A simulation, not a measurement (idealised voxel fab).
process module | voxel capacitor over wiring
cross-section cut | 195 nm wide | cells 5 nm
A cross-section is a grid of square cells, given in bands from the top down. A band is one or more rows of cells.
Each band's line starts with the height of the band's top and of its bottom, in nm. Then come its materials from left to right, each with its width in nm. One material with "throughout" fills the band from edge to edge. "air" is empty space.
Height 0 is the level under which the wafer as received is all one material. The lowest band goes on downwards, as in "0 down".
A width such as "30 to 40" changes by the same amount from each row of cells to the next, from the band's top row to its bottom row.
"no change" after a step means that no cell of the cross-section changed.
closed voids: empty space of 8 cells or more with no open way to the top, each as width x height at its distance from the left edge, in nm
after a step's settings: what the simulator itself notes on the step
overlay nm, on a step with a mask: how far to the right of its planned place the mask lay; to the left if negative
plan
1 op RECEIVE | material Si
2 op CONFORMAL_DEP | material SiO2 | thk nm 10
3 op DIRECTIONAL_DEP | material TiN | thk nm 5
4 op DIRECTIONAL_DEP | material W | thk nm 25
5 op DIRECTIONAL_DEP | material aC | thk nm 15
6 op PATTERN | tone cover | mask id METAL_1 | material resist | width nm 30 | pitch nm 85 | thk nm 30 | overlay nm 0
7 op DIRECTIONAL_ETCH | etch materials aC | depth nm 15
8 op STRIP | etch materials resist
9 op DIRECTIONAL_ETCH | etch materials W | depth nm 25
10 op DIRECTIONAL_ETCH | etch materials TiN | depth nm 5
11 op STRIP | etch materials aC
12 op FILL_DEP | material lowk | thk nm 10
13 op CMP | height nm 40
14 op CONFORMAL_DEP | material SiCN | thk nm 5
15 op DIRECTIONAL_DEP | material lowk | thk nm 15
16 op MASKED_ETCH | tone open | mask id PLUG_1 | width nm 15 | etch materials lowk | depth nm 15 | overlay nm 0
17 op MASKED_ETCH | tone open | mask id PLUG_1 | width nm 15 | etch materials SiCN | depth nm 5 | overlay nm 0
18 op EPI | material Ru | thk nm 10
19 op EPI | material Ru | thk nm 10
20 op DIRECTIONAL_DEP | material TiN | thk nm 10
21 op DIRECTIONAL_DEP | material Al2O3 | thk nm 5
22 op DIRECTIONAL_DEP | material TiN | thk nm 10
23 op MASKED_ETCH | tone cover | mask id UPPER_PLATE | width nm 60 | etch materials TiN | depth nm 10 | overlay nm 0
24 op MASKED_ETCH | tone cover | mask id UPPER_PLATE | width nm 60 | etch materials Al2O3 | depth nm 5 | overlay nm 0
25 op DIRECTIONAL_DEP | material aC | thk nm 15
26 op PATTERN | tone cover | mask id LOWER_PLATE | material resist | width nm 70 | thk nm 30 | overlay nm 0
27 op DIRECTIONAL_ETCH | etch materials aC | depth nm 15
28 op STRIP | etch materials resist
29 op DIRECTIONAL_ETCH | etch materials TiN | depth nm 10
30 op STRIP | etch materials aC
31 op FILL_DEP | material SiO2 | thk nm 20
32 op CMP | height nm 100
33 op PATTERN | tone open | mask id PLUG_2 | material resist | width nm 15 | thk nm 15 | overlay nm 0
34 op DIRECTIONAL_ETCH | etch materials SiO2 | depth nm 15
35 op STRIP | etch materials resist
36 op CONFORMAL_DEP | material TiN | thk nm 5
37 op FILL_DEP | material W | thk nm 5
38 op CMP | height nm 100
39 op CONFORMAL_DEP | material SiCN | thk nm 5
as received, after step 1
  0 down: Si throughout
  closed voids: none
a wafer at the end: this start, this plan, one mistake
  105 to 100: SiCN throughout
  100 to 90: SiO2 65 | TiN 5 | W 5 | TiN 5 | SiO2 115
  90 to 85: SiO2 65 | TiN 15 | SiO2 115
  85 to 75: SiO2 70 | TiN 45 | SiO2 80
  75 to 70: SiO2 70 | Al2O3 45 | SiO2 80
  70 to 65: SiO2 50 | TiN 5 | SiO2 15 | TiN 50 | SiO2 75
  65 to 60: SiO2 50 | TiN 70 | SiO2 75
  60 to 55: lowk 55 | TiN 15 | lowk 125
  55 to 50: lowk 55 | Al2O3 15 | lowk 125
  50 to 45: lowk 55 | TiN 15 | lowk 125
  45 to 40: SiCN 55 | TiN 15 | SiCN 125
  40 to 35: lowk throughout
  35 to 10: lowk 40 | W 30 | lowk 55 | W 30 | lowk 40
  10 to 0: SiO2 throughout
  0 down: Si throughout
  closed voids: none
what went wrong: step 3 was left out
